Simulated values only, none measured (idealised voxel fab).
This section sets out a process module, namely voxel ribs on slabs.
For reference, the cross-section in this document is cut, with width 190 nm and square cells of 5 nm.
In what follows, cross-sections appear as grids of square cells, described through bands that run from the top down, where every band is one or more rows of cells.
Look at the band entry: it leads with the top's height and the bottom's height in nm. Then it lists the materials left to right, with a width in nm for each. The word "throughout" on a single material says that material fills the band edge to edge. The word "empty" is empty space.
Measure heights from 0. That's the level where, below it, the as-received wafer is all one material. The lowest band is bottomless and extends downward; write it as in "0 down".
It should be noted that a width expressed as "30->40" varies in equal increments from row to row of cells within the band, taking the value of the first number at the top row and that of the second number at the bottom row.
The cross-section has no changed cell in any step marked "same as before".
Heads up: "Enclosed internal voids" only lists the empty pockets with no open path to the top that are 8 cells or more, and it writes them as width x height at distance, distance from the left edge, in nm.
Where a step's line continues beyond its settings, the continuation is a remark by the simulator itself on that step.
"overlay nm", when on a step's line for a step with a mask, measures how far to the right of its planned place the mask lay; a negative measure means to the left.

The following list gives the planned process steps
1 RECEIVE, material Si
2 DIRECTIONAL_DEP, material SiO2, thk nm 20
3 DIRECTIONAL_DEP, material SiN, thk nm 25
4 PATTERN, tone cover, mask id RIB, material resist, width nm 20, thk nm 15, overlay nm 0
5 DIRECTIONAL_ETCH, etch materials SiN, depth nm 10
6 STRIP, etch materials resist
7 PATTERN, tone cover, mask id SLAB, material resist, width nm 70, thk nm 20, overlay nm 0
8 DIRECTIONAL_ETCH, etch materials SiN, depth nm 15
9 STRIP, etch materials resist
10 FILL_DEP, material SiO2, thk nm 25
11 CMP, height nm 60
12 DIRECTIONAL_DEP, material TiN, thk nm 5
13 DIRECTIONAL_DEP, material aC, thk nm 15
14 PATTERN, tone cover, mask id HEATER, material resist, width nm 30, thk nm 30, overlay nm 0
15 DIRECTIONAL_ETCH, etch materials aC, depth nm 15
16 STRIP, etch materials resist
17 DIRECTIONAL_ETCH, etch materials TiN, depth nm 5
18 STRIP, etch materials aC
19 CONFORMAL_DEP, material SiO2, thk nm 10

Cross-section of the wafer at receipt, which is the condition after step 1
> 0 down = Si throughout
> Enclosed internal voids: none

First wafer at the end, as planned
> 75 to 70 = empty=70  SiO2=50  empty=70
> 70 to 65 = SiO2 throughout
> 65 to 60 = SiO2=80  TiN=30  SiO2=80
> 60 to 45 = SiO2 throughout
> 45 to 35 = SiO2=85  SiN=20  SiO2=85
> 35 to 20 = SiO2=60  SiN=70  SiO2=60
> 20 to 0 = SiO2 throughout
> 0 down = Si throughout
> Enclosed internal voids: none

Presented here is a cross-section of the second of the two wafers as it stood at the end of the module. It was started in the same manner and assigned the same plan as the first wafer; however, one mistake was made in its execution
> 65 to 60 = empty=80  TiN=30  empty=80
> 60 to 45 = SiO2 throughout
> 45 to 35 = SiO2=85  SiN=20  SiO2=85
> 35 to 20 = SiO2=60  SiN=70  SiO2=60
> 20 to 0 = SiO2 throughout
> 0 down = Si throughout
> Enclosed internal voids: none
Against the plan, the run slipped here: step 19 of the plan did not run at all; it was left out
Counted in cells at the end, the second wafer holds more or fewer of these materials than the first: SiO2 -80
